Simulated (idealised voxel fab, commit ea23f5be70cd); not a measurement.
voxel self aligned contacts: a process module
Cross-sectional view cut (width: 200 nm; square cell size: 5 nm).
Cross-section, as written here: a square-cell grid given band by band from the top down, where a band holds one or more rows of cells.
Look at the band entry: it leads with the top's height and the bottom's height in nm. Then it lists the materials left to right, with a width in nm for each. The word "edge to edge" on a single material says that material fills the band edge to edge. The word "air" is empty space.
Zero point of the height axis is 0; under it, received wafer = one material. Lowest band: continues down indefinitely, "0 down".
Quick explanation for "30 to 40": the width changes in equal steps down the rows of cells, from the first number in the band's top row to the second number in its bottom row.
Take "nothing changed" at face value: in the step it is given for, the cross-section changed in none of its cells.
Trapped cavities: empty space of 8 cells or more with no open way to the top, each as width x height at its distance from the left edge, in nm
Note: text after step settings on the step line = simulator remark on that step.
The setting "overlay nm" may be written on the line of a step. When the step uses a mask, the value reports how far to the right of the planned place the mask lay, and a negative value reports that it lay to the left.
So here's the lineup of process steps we planned:
1 RECEIVE: material Si
2 CONFORMAL_DEP: material SiO2, thk nm 5
3 DIRECTIONAL_DEP: material polySi, thk nm 20
4 DIRECTIONAL_DEP: material SiN, thk nm 20
5 PATTERN: tone cover, mask id GATE, material resist, width nm 35, pitch nm 70, thk nm 20, overlay nm 0
6 DIRECTIONAL_ETCH: etch materials SiN, depth nm 20
7 DIRECTIONAL_ETCH: etch materials polySi, depth nm 20
8 STRIP: etch materials resist
9 CONFORMAL_DEP: material SiN, thk nm 5
10 DIRECTIONAL_ETCH: etch materials SiN, depth nm 5
11 FILL_DEP: material SiO2, thk nm 20
12 CMP: height nm 55
13 MASKED_ETCH: tone open, mask id CONTACT, width nm 55, etch materials SiO2, depth nm 55, overlay nm 0
14 CONFORMAL_DEP: material TiN, thk nm 5
15 FILL_DEP: material Ru, thk nm 5
16 CMP: height nm 55
17 CONFORMAL_DEP: material SiN, thk nm 5
This is the cross-section of the wafer as we received it, i.e. after step 1:
0 down | Si edge to edge
Trapped cavities: none
Cross-section at module end, one run error; start and plan unchanged from above:
60 to 55 | SiN edge to edge
55 to 50 | SiO2 70 nm  TiN 5 nm  Ru 45 nm  TiN 5 nm  SiO2 75 nm
50 to 45 | SiO2 70 nm  TiN 55 nm  SiO2 75 nm
45 to 25 | SiN 50 nm  SiO2 20 nm  TiN 5 nm  SiN 45 nm  TiN 5 nm  SiO2 20 nm  SiN 55 nm
25 to 5 | polySi 45 nm  SiN 5 nm  SiO2 20 nm  TiN 5 nm  SiN 5 nm  polySi 35 nm  SiN 5 nm  TiN 5 nm  SiO2 20 nm  SiN 5 nm  polySi 50 nm
5 to 0 | SiO2 70 nm  TiN 5 nm  SiO2 45 nm  TiN 5 nm  SiO2 75 nm
0 down | Si edge to edge
Trapped cavities: none
What was the processing mistake? planned and actual differ for step 5; actual: PATTERN: tone open, mask id GATE, material resist, width nm 35, pitch nm 70, thk nm 20, overlay nm 0
